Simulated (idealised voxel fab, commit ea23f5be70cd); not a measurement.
Process module under the name voxel fin reveal
For reference, the cross-section in this document is cut, with width 285 nm and square cells of 5 nm.
Notation: cross-section as square-cell grid; stated in bands, top first, going down; one or more cell rows per band. Read a band's entry like this: the first values are the height of its top and the height of its bottom in nm, and what follows is the sequence of materials from left to right, each with its width in nm. Note that "empty" is empty space, and that a single material marked "everywhere" reaches across the band from edge to edge. Below 0: as-received wafer, all one material; heights counted from there. Lowest band: no bottom, goes on down, written "0 down". The width entry "30 to 40" should be interpreted row by row: the top row of cells in the band takes the first number, the bottom row takes the second number, and the change between adjacent rows is uniform throughout. A step reported as "changes: none" is a step in which no cell of the cross-section changed. "Closed void register": sealed empty spaces, 8 cells or more, no open way to top, listed width x height at distance, with distance from the left edge and width, height and distance in nm. Text after the settings on a step's line: the simulator's own remark on that step. The line of a step may include "overlay nm". On a step with a mask, this value is how far to the right of its planned place the mask lay. A negative value means the mask lay to the left.

[Listed below are the process steps as planned]
1 RECEIVE: material Si
2 CONFORMAL_DEP: material SiN, thk nm 10
3 MASKED_ETCH: tone cover, mask id FINS, width nm 15, pitch nm 35, etch materials SiN, depth nm 10, overlay nm 0
4 MASKED_ETCH: tone cover, mask id FINS, width nm 15, pitch nm 35, etch materials Si, depth nm 30, overlay nm 0
5 OXIDIZE: depth nm 5
6 FILL_DEP: material SiO2, thk nm 15
7 CMP: height nm 10
8 SELECTIVE_ETCH: etch materials SiO2, depth nm 20
9 STRIP: etch materials SiN
10 CONFORMAL_DEP: material SiO2, thk nm 5

[The first of two wafers, run as planned]

[Cross-section of the wafer upon arrival, representing the state reached after step 1]
* 0 down | Si everywhere
* Closed void register: none

[Upon completion of step 2, the wafer appears in cross-section as shown]
* 10 to 0 | SiN everywhere
* Unchanged below 0.

[Upon completion of step 3, the wafer appears in cross-section as shown]
* 10 to 0 | empty 80  SiN 15  empty 20  SiN 15  empty 20  SiN 15  empty 20  SiN 15  empty 85
* Unchanged below 0.

[Upon completion of step 4, the wafer appears in cross-section as shown]
* 10 to 0 | empty 80  SiN 15  empty 20  SiN 15  empty 20  SiN 15  empty 20  SiN 15  empty 85
* 0 to -30 | empty 80  Si 15  empty 20  Si 15  empty 20  Si 15  empty 20  Si 15  empty 85
* Unchanged below -30.

[Upon completion of step 5, the wafer appears in cross-section as shown]
* 10 to 0 | empty 80  SiN 15  empty 20  SiN 15  empty 20  SiN 15  empty 20  SiN 15  empty 85
* 0 to -30 | empty 80  SiO2 5  Si 5  SiO2 5  empty 20  SiO2 5  Si 5  SiO2 5  empty 20  SiO2 5  Si 5  SiO2 5  empty 20  SiO2 5  Si 5  SiO2 5  empty 85
* -30 to -35 | SiO2 85  Si 5  SiO2 30  Si 5  SiO2 30  Si 5  SiO2 30  Si 5  SiO2 90
* Unchanged below -35.

[Upon completion of step 6, the wafer appears in cross-section as shown]
* 25 to 10 | SiO2 everywhere
* 10 to 0 | SiO2 80  SiN 15  SiO2 20  SiN 15  SiO2 20  SiN 15  SiO2 20  SiN 15  SiO2 85
* 0 to -35 | SiO2 85  Si 5  SiO2 30  Si 5  SiO2 30  Si 5  SiO2 30  Si 5  SiO2 90
* Unchanged below -35.

[Upon completion of step 7, the wafer appears in cross-section as shown]
* 10 to 0 | SiO2 80  SiN 15  SiO2 20  SiN 15  SiO2 20  SiN 15  SiO2 20  SiN 15  SiO2 85
* Unchanged below 0.

[Upon completion of step 8, the wafer appears in cross-section as shown]
* 10 to 0 | empty 80  SiN 15  empty 20  SiN 15  empty 20  SiN 15  empty 20  SiN 15  empty 85
* 0 to -10 | empty 85  Si 5  empty 30  Si 5  empty 30  Si 5  empty 30  Si 5  empty 90
* Unchanged below -10.

[Upon completion of step 9, the wafer appears in cross-section as shown]
* 0 to -10 | empty 85  Si 5  empty 30  Si 5  empty 30  Si 5  empty 30  Si 5  empty 90
* Unchanged below -10.

[Upon completion of step 10, the wafer appears in cross-section as shown]
* 5 to 0 | empty 80  SiO2 15  empty 20  SiO2 15  empty 20  SiO2 15  empty 20  SiO2 15  empty 85
* 0 to -5 | empty 80  SiO2 5  Si 5  SiO2 5  empty 20  SiO2 5  Si 5  SiO2 5  empty 20  SiO2 5  Si 5  SiO2 5  empty 20  SiO2 5  Si 5  SiO2 5  empty 85
* -5 to -35 | SiO2 85  Si 5  SiO2 30  Si 5  SiO2 30  Si 5  SiO2 30  Si 5  SiO2 90
* Unchanged below -35.

[Okay, second wafer. Nothing different at the start, nothing different in the plan, just one mistake somewhere in the running. As far as step 3, counting that step, it's the first wafer all over again]

[Second wafer, cross-section, planned end of step 4]
* 10 to 0 | empty 80  SiN 15  empty 20  SiN 15  empty 20  SiN 15  empty 20  SiN 15  empty 85
* 0 to -40 | empty 80  Si 15  empty 20  Si 15  empty 20  Si 15  empty 20  Si 15  empty 85
* Unchanged below -40.

[Second wafer, cross-section, planned end of step 5]
* 10 to 0 | empty 80  SiN 15  empty 20  SiN 15  empty 20  SiN 15  empty 20  SiN 15  empty 85
* 0 to -40 | empty 80  SiO2 5  Si 5  SiO2 5  empty 20  SiO2 5  Si 5  SiO2 5  empty 20  SiO2 5  Si 5  SiO2 5  empty 20  SiO2 5  Si 5  SiO2 5  empty 85
* -40 to -45 | SiO2 85  Si 5  SiO2 30  Si 5  SiO2 30  Si 5  SiO2 30  Si 5  SiO2 90
* Unchanged below -45.

[Second wafer, cross-section, planned end of step 6]
* 25 to 10 | SiO2 everywhere
* 10 to 0 | SiO2 80  SiN 15  SiO2 20  SiN 15  SiO2 20  SiN 15  SiO2 20  SiN 15  SiO2 85
* 0 to -45 | SiO2 85  Si 5  SiO2 30  Si 5  SiO2 30  Si 5  SiO2 30  Si 5  SiO2 90
* Unchanged below -45.

[Second wafer, cross-section, planned end of step 7]
* 10 to 0 | SiO2 80  SiN 15  SiO2 20  SiN 15  SiO2 20  SiN 15  SiO2 20  SiN 15  SiO2 85
* Unchanged below 0.

[Second wafer, cross-section, planned end of step 8]
* 10 to 0 | empty 80  SiN 15  empty 20  SiN 15  empty 20  SiN 15  empty 20  SiN 15  empty 85
* 0 to -10 | empty 85  Si 5  empty 30  Si 5  empty 30  Si 5  empty 30  Si 5  empty 90
* Unchanged below -10.

[Second wafer, cross-section, planned end of step 9]
* 0 to -10 | empty 85  Si 5  empty 30  Si 5  empty 30  Si 5  empty 30  Si 5  empty 90
* Unchanged below -10.

[Second wafer, cross-section, planned end of step 10]
* 5 to 0 | empty 80  SiO2 15  empty 20  SiO2 15  empty 20  SiO2 15  empty 20  SiO2 15  empty 85
* 0 to -5 | empty 80  SiO2 5  Si 5  SiO2 5  empty 20  SiO2 5  Si 5  SiO2 5  empty 20  SiO2 5  Si 5  SiO2 5  empty 20  SiO2 5  Si 5  SiO2 5  empty 85
* -5 to -45 | SiO2 85  Si 5  SiO2 30  Si 5  SiO2 30  Si 5  SiO2 30  Si 5  SiO2 90
* Unchanged below -45.
In executing the process, a mistake was made relative to the plan: off-plan run, step 4, actual operation and settings MASKED_ETCH: tone cover, mask id FINS, width nm 15, pitch nm 35, etch materials Si, depth nm 40, overlay nm 0
Counted in cells at the end, the second wafer holds more or fewer of these materials than the first: Si -106; SiO2 +106
